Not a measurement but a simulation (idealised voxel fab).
Process module name: voxel self aligned contacts
Square cells of 5 nm make up the cross-section cut, whose width is 190 nm.
Heads up, the way a cross-section reads in here is a grid of square cells, handed over as bands from the top down, with every band being one or more rows of cells. Top, bottom (nm), then materials left to right with widths (nm); lone material tagged "throughout" fills the whole band edge to edge; "air" = empty space. The reference from which all heights are counted is 0, the level beneath which the as-received wafer is entirely one material; the lowest band, having no lower bound, proceeds downward and is written after the example "0..down". Note: "30->40" means the width goes from the first number (top row of the band) to the second number (bottom row) in equal steps per row of cells. Where a step carries "no change", the cross-section came out of it unchanged, cell for cell. So "Listed closed voids" is basically the list of trapped voids: any empty space of 8 cells or more that can't reach the top through an opening. They're written width x height at distance, the distance being from the left edge, and it's all nm. On a step's line, text after the settings is the simulator commenting on that step. A step's line can hold "overlay nm"; with a mask on that step, the setting says how far right of the planned place the mask lay, while a negative setting says it lay to the left.
This section lists the process steps that were planned:
| 1 | RECEIVE,material Si |
| 2 | CONFORMAL_DEP,material SiO2,thk nm 5 |
| 3 | DIRECTIONAL_DEP,material polySi,thk nm 20 |
| 4 | DIRECTIONAL_DEP,material SiN,thk nm 20 |
| 5 | DIRECTIONAL_DEP,material aC,thk nm 15 |
| 6 | PATTERN,tone cover,mask id GATE,material resist,width nm 25,pitch nm 65,thk nm 35,overlay nm 0 |
| 7 | DIRECTIONAL_ETCH,etch materials aC,depth nm 15 |
| 8 | STRIP,etch materials resist |
| 9 | DIRECTIONAL_ETCH,etch materials SiN,depth nm 10 |
| 10 | DIRECTIONAL_ETCH,etch materials polySi,depth nm 20 |
| 11 | STRIP,etch materials aC |
| 12 | CONFORMAL_DEP,material SiN,thk nm 10 |
| 13 | DIRECTIONAL_ETCH,etch materials SiN,depth nm 10 |
| 14 | FILL_DEP,material SiO2,thk nm 20 |
| 15 | CMP,height nm 55 |
| 16 | PATTERN,tone open,mask id CONTACT,material resist,width nm 50,pitch nm 65,thk nm 20,overlay nm 0 |
| 17 | DIRECTIONAL_ETCH,etch materials SiO2,depth nm 55 |
| 18 | STRIP,etch materials resist |
| 19 | CONFORMAL_DEP,material TiN,thk nm 5 |
| 20 | FILL_DEP,material Ru,thk nm 5 |
| 21 | CMP,height nm 55 |
| 22 | CONFORMAL_DEP,material SiCN,thk nm 5 |
What sets these wafers apart? The depth nm at step 9. They all start alike, and the plan carries the first wafer's value.
Received wafers, first of several: cross-section after step 1:
- 0..down = Si throughout
- Listed closed voids: none
Gained (+) or lost (-) cells of each material since receipt, then closed voids: one row per wafer, at the end of the module:
depth nm 10, +24 Ru, +38 SiCN, +130 SiN, +80 SiO2, +32 TiN, +152 polySi, Listed closed voids: none
depth nm 15, +28 Ru, +38 SiCN, +119 SiN, +83 SiO2, +36 TiN, +152 polySi, Listed closed voids: none
depth nm 20, +52 Ru, +38 SiCN, +156 SiN, +90 SiO2, +60 TiN, +60 polySi, Listed closed voids: none
depth nm 25, +52 Ru, +38 SiCN, +156 SiN, +90 SiO2, +60 TiN, +60 polySi, Listed closed voids: none
depth nm 30, +52 Ru, +38 SiCN, +156 SiN, +90 SiO2, +60 TiN, +60 polySi, Listed closed voids: none
depth nm 35, +52 Ru, +38 SiCN, +156 SiN, +90 SiO2, +60 TiN, +60 polySi, Listed closed voids: none
